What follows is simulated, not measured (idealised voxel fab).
Module name: voxel ribs on slabs (process module)
Section shown: cut. Width: 150 nm. Cell size: 5 nm, square.
Just so we're on the same page, the cross-sections are grids of square cells, and they're listed out in bands top to bottom, each band one or more rows deep. What a band's entry tells you: where the top is and where the bottom is, as heights in nm, and after that what lies inside, material by material from left to right, each with its width in nm. Empty space is written as the word "air", and a single material marked with the word "edge to edge" occupies the band from edge to edge. Zero point of the height axis is 0; under it, received wafer = one material. Lowest band: continues down indefinitely, "0 and below". When a width is written as two numbers, as in "30->40", the first number is the width in the top row of cells of the band and the second is the width in its bottom row, and the width changes by the same amount from each row to the next. The designation "all unchanged", where it is given for a processing step, indicates that no cell of the cross-section was altered in the course of that step. So "Tabulated closed voids" is basically the list of trapped voids: any empty space of 8 cells or more that can't reach the top through an opening. They're written width x height at distance, the distance being from the left edge, and it's all nm. Note: text after step settings on the step line = simulator remark on that step. Regarding "overlay nm": on a step with a mask, it is the distance the mask lay to the right of its planned place; a negative value places it to the left.

The planned process steps are enumerated hereunder
| 1 | RECEIVE [material Si] |
| 2 | DIRECTIONAL_DEP [material SiO2] [thk nm 30] |
| 3 | DIRECTIONAL_DEP [material polySi] [thk nm 20] |
| 4 | DIRECTIONAL_DEP [material aC] [thk nm 15] |
| 5 | PATTERN [tone cover] [mask id RIB] [material resist] [width nm 20] [thk nm 30] [overlay nm 0] |
| 6 | DIRECTIONAL_ETCH [etch materials aC] [depth nm 15] |
| 7 | STRIP [etch materials resist] |
| 8 | DIRECTIONAL_ETCH [etch materials polySi] [depth nm 15] |
| 9 | STRIP [etch materials aC] |
| 10 | PATTERN [tone cover] [mask id SLAB] [material resist] [width nm 60] [thk nm 15] [overlay nm 0] |
| 11 | DIRECTIONAL_ETCH [etch materials polySi] [depth nm 5] |
| 12 | STRIP [etch materials resist] |
| 13 | FILL_DEP [material SiO2] [thk nm 25] |
| 14 | CMP [height nm 65] |
| 15 | DIRECTIONAL_DEP [material W] [thk nm 5] |
| 16 | PATTERN [tone cover] [mask id HEATER] [material resist] [width nm 30] [thk nm 15] [overlay nm 0] |
| 17 | DIRECTIONAL_ETCH [etch materials W] [depth nm 5] |
| 18 | STRIP [etch materials resist] |
| 19 | CONFORMAL_DEP [material SiO2] [thk nm 5] |

As-received state of the wafer in cross-section, equivalent to post-step 1
- 0 and below: Si edge to edge
- Tabulated closed voids: none

Cross-section at module end, one run error; start and plan unchanged from above
- 70 down to 65: air 60 nm, then W 30 nm, then air 60 nm
- 65 down to 50: SiO2 edge to edge
- 50 down to 35: SiO2 65 nm, then polySi 20 nm, then SiO2 65 nm
- 35 down to 30: SiO2 45 nm, then polySi 60 nm, then SiO2 45 nm
- 30 down to 0: SiO2 edge to edge
- 0 and below: Si edge to edge
- Tabulated closed voids: none
It is concluded that the wafer was processed incorrectly with respect to the plan, in that step 19 was dropped from the plan's execution and never run
